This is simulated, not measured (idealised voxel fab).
process module | voxel trench capacitor
cross-section cut | 245 nm wide | cells 5 nm
A cross-section is a grid of square cells, given in bands from the top down. A band is one or more rows of cells.
Each band's line starts with the height of the band's top and of its bottom, in nm. Then come its materials from left to right, each with its width in nm. One material with "throughout" fills the band from edge to edge. "air" is empty space.
Height 0 is the level under which the wafer as received is all one material. The lowest band goes on downwards, as in "0 down".
A width such as "30 to 40" changes by the same amount from each row of cells to the next, from the band's top row to its bottom row.
"no change" after a step means that no cell of the cross-section changed.
closed voids: empty space of 8 cells or more with no open way to the top, each as width x height at its distance from the left edge, in nm
after a step's settings: what the simulator itself notes on the step
overlay nm, on a step with a mask: how far to the right of its planned place the mask lay; to the left if negative
plan
1 op RECEIVE | material Si
2 op CONFORMAL_DEP | material SiN | thk nm 10
3 op PATTERN | tone open | mask id TRENCH | material resist | width nm 25 | pitch nm 55 | thk nm 20 | overlay nm 0
4 op DIRECTIONAL_ETCH | etch materials SiN | depth nm 10
5 op DIRECTIONAL_ETCH | etch materials Si | depth nm 25
6 op STRIP | etch materials resist
7 op CONFORMAL_DEP | material Al2O3 | thk nm 5
8 op CONFORMAL_DEP | material TiN | thk nm 5
9 op FILL_DEP | material W | thk nm 10
10 op CMP | height nm 10
first wafer, as planned
as received, after step 1
  0 down: Si throughout
  closed voids: none
after step 2
  10 to 0: SiN throughout
  below 0: unchanged
after step 3
  30 to 10: resist 55 | air 25 | resist 30 | air 25 | resist 30 | air 25 | resist 55
  below 10: unchanged
after step 4
  30 to 10: resist 55 | air 25 | resist 30 | air 25 | resist 30 | air 25 | resist 55
  10 to 0: SiN 55 | air 25 | SiN 30 | air 25 | SiN 30 | air 25 | SiN 55
  below 0: unchanged
after step 5
  30 to 10: resist 55 | air 25 | resist 30 | air 25 | resist 30 | air 25 | resist 55
  10 to 0: SiN 55 | air 25 | SiN 30 | air 25 | SiN 30 | air 25 | SiN 55
  0 to -25: Si 55 | air 25 | Si 30 | air 25 | Si 30 | air 25 | Si 55
  below -25: unchanged
after step 6
  10 to 0: SiN 55 | air 25 | SiN 30 | air 25 | SiN 30 | air 25 | SiN 55
  below 0: unchanged
after step 7
  15 to 10: Al2O3 60 | air 15 | Al2O3 40 | air 15 | Al2O3 40 | air 15 | Al2O3 60
  10 to 0: SiN 55 | Al2O3 5 | air 15 | Al2O3 5 | SiN 30 | Al2O3 5 | air 15 | Al2O3 5 | SiN 30 | Al2O3 5 | air 15 | Al2O3 5 | SiN 55
  0 to -20: Si 55 | Al2O3 5 | air 15 | Al2O3 5 | Si 30 | Al2O3 5 | air 15 | Al2O3 5 | Si 30 | Al2O3 5 | air 15 | Al2O3 5 | Si 55
  -20 to -25: Si 55 | Al2O3 25 | Si 30 | Al2O3 25 | Si 30 | Al2O3 25 | Si 55
  below -25: unchanged
after step 8
  20 to 15: TiN 65 | air 5 | TiN 50 | air 5 | TiN 50 | air 5 | TiN 65
  15 to 10: Al2O3 60 | TiN 5 | air 5 | TiN 5 | Al2O3 40 | TiN 5 | air 5 | TiN 5 | Al2O3 40 | TiN 5 | air 5 | TiN 5 | Al2O3 60
  10 to 0: SiN 55 | Al2O3 5 | TiN 5 | air 5 | TiN 5 | Al2O3 5 | SiN 30 | Al2O3 5 | TiN 5 | air 5 | TiN 5 | Al2O3 5 | SiN 30 | Al2O3 5 | TiN 5 | air 5 | TiN 5 | Al2O3 5 | SiN 55
  0 to -15: Si 55 | Al2O3 5 | TiN 5 | air 5 | TiN 5 | Al2O3 5 | Si 30 | Al2O3 5 | TiN 5 | air 5 | TiN 5 | Al2O3 5 | Si 30 | Al2O3 5 | TiN 5 | air 5 | TiN 5 | Al2O3 5 | Si 55
  -15 to -20: Si 55 | Al2O3 5 | TiN 15 | Al2O3 5 | Si 30 | Al2O3 5 | TiN 15 | Al2O3 5 | Si 30 | Al2O3 5 | TiN 15 | Al2O3 5 | Si 55
  below -20: unchanged
after step 9
  30 to 20: W throughout
  20 to 15: TiN 65 | W 5 | TiN 50 | W 5 | TiN 50 | W 5 | TiN 65
  15 to 10: Al2O3 60 | TiN 5 | W 5 | TiN 5 | Al2O3 40 | TiN 5 | W 5 | TiN 5 | Al2O3 40 | TiN 5 | W 5 | TiN 5 | Al2O3 60
  10 to 0: SiN 55 | Al2O3 5 | TiN 5 | W 5 | TiN 5 | Al2O3 5 | SiN 30 | Al2O3 5 | TiN 5 | W 5 | TiN 5 | Al2O3 5 | SiN 30 | Al2O3 5 | TiN 5 | W 5 | TiN 5 | Al2O3 5 | SiN 55
  0 to -15: Si 55 | Al2O3 5 | TiN 5 | W 5 | TiN 5 | Al2O3 5 | Si 30 | Al2O3 5 | TiN 5 | W 5 | TiN 5 | Al2O3 5 | Si 30 | Al2O3 5 | TiN 5 | W 5 | TiN 5 | Al2O3 5 | Si 55
  below -15: unchanged
after step 10
  10 to 0: SiN 55 | Al2O3 5 | TiN 5 | W 5 | TiN 5 | Al2O3 5 | SiN 30 | Al2O3 5 | TiN 5 | W 5 | TiN 5 | Al2O3 5 | SiN 30 | Al2O3 5 | TiN 5 | W 5 | TiN 5 | Al2O3 5 | SiN 55
  below 0: unchanged
second wafer: like start, like plan, one mistake. Through step 4 it matches the first wafer
when step 5 should have ended
  30 to 10: resist 55 | air 25 | resist 30 | air 25 | resist 30 | air 25 | resist 55
  10 to 0: SiN 55 | air 25 | SiN 30 | air 25 | SiN 30 | air 25 | SiN 55
  0 to -50: Si 55 | air 25 | Si 30 | air 25 | Si 30 | air 25 | Si 55
  below -50: unchanged
when step 6 should have ended
  10 to 0: SiN 55 | air 25 | SiN 30 | air 25 | SiN 30 | air 25 | SiN 55
  below 0: unchanged
when step 7 should have ended
  15 to 10: Al2O3 60 | air 15 | Al2O3 40 | air 15 | Al2O3 40 | air 15 | Al2O3 60
  10 to 0: SiN 55 | Al2O3 5 | air 15 | Al2O3 5 | SiN 30 | Al2O3 5 | air 15 | Al2O3 5 | SiN 30 | Al2O3 5 | air 15 | Al2O3 5 | SiN 55
  0 to -45: Si 55 | Al2O3 5 | air 15 | Al2O3 5 | Si 30 | Al2O3 5 | air 15 | Al2O3 5 | Si 30 | Al2O3 5 | air 15 | Al2O3 5 | Si 55
  -45 to -50: Si 55 | Al2O3 25 | Si 30 | Al2O3 25 | Si 30 | Al2O3 25 | Si 55
  below -50: unchanged
when step 8 should have ended
  20 to 15: TiN 65 | air 5 | TiN 50 | air 5 | TiN 50 | air 5 | TiN 65
  15 to 10: Al2O3 60 | TiN 5 | air 5 | TiN 5 | Al2O3 40 | TiN 5 | air 5 | TiN 5 | Al2O3 40 | TiN 5 | air 5 | TiN 5 | Al2O3 60
  10 to 0: SiN 55 | Al2O3 5 | TiN 5 | air 5 | TiN 5 | Al2O3 5 | SiN 30 | Al2O3 5 | TiN 5 | air 5 | TiN 5 | Al2O3 5 | SiN 30 | Al2O3 5 | TiN 5 | air 5 | TiN 5 | Al2O3 5 | SiN 55
  0 to -40: Si 55 | Al2O3 5 | TiN 5 | air 5 | TiN 5 | Al2O3 5 | Si 30 | Al2O3 5 | TiN 5 | air 5 | TiN 5 | Al2O3 5 | Si 30 | Al2O3 5 | TiN 5 | air 5 | TiN 5 | Al2O3 5 | Si 55
  -40 to -45: Si 55 | Al2O3 5 | TiN 15 | Al2O3 5 | Si 30 | Al2O3 5 | TiN 15 | Al2O3 5 | Si 30 | Al2O3 5 | TiN 15 | Al2O3 5 | Si 55
  below -45: unchanged
when step 9 should have ended
  30 to 20: W throughout
  20 to 15: TiN 65 | W 5 | TiN 50 | W 5 | TiN 50 | W 5 | TiN 65
  15 to 10: Al2O3 60 | TiN 5 | W 5 | TiN 5 | Al2O3 40 | TiN 5 | W 5 | TiN 5 | Al2O3 40 | TiN 5 | W 5 | TiN 5 | Al2O3 60
  10 to 0: SiN 55 | Al2O3 5 | TiN 5 | W 5 | TiN 5 | Al2O3 5 | SiN 30 | Al2O3 5 | TiN 5 | W 5 | TiN 5 | Al2O3 5 | SiN 30 | Al2O3 5 | TiN 5 | W 5 | TiN 5 | Al2O3 5 | SiN 55
  0 to -40: Si 55 | Al2O3 5 | TiN 5 | W 5 | TiN 5 | Al2O3 5 | Si 30 | Al2O3 5 | TiN 5 | W 5 | TiN 5 | Al2O3 5 | Si 30 | Al2O3 5 | TiN 5 | W 5 | TiN 5 | Al2O3 5 | Si 55
  below -40: unchanged
when step 10 should have ended
  10 to 0: SiN 55 | Al2O3 5 | TiN 5 | W 5 | TiN 5 | Al2O3 5 | SiN 30 | Al2O3 5 | TiN 5 | W 5 | TiN 5 | Al2O3 5 | SiN 30 | Al2O3 5 | TiN 5 | W 5 | TiN 5 | Al2O3 5 | SiN 55
  below 0: unchanged
what went wrong: step 5 was run twice
at the end the second wafer has, in cells: 30 more of Al2O3 | 75 fewer of Si | 30 more of TiN | 15 more of W
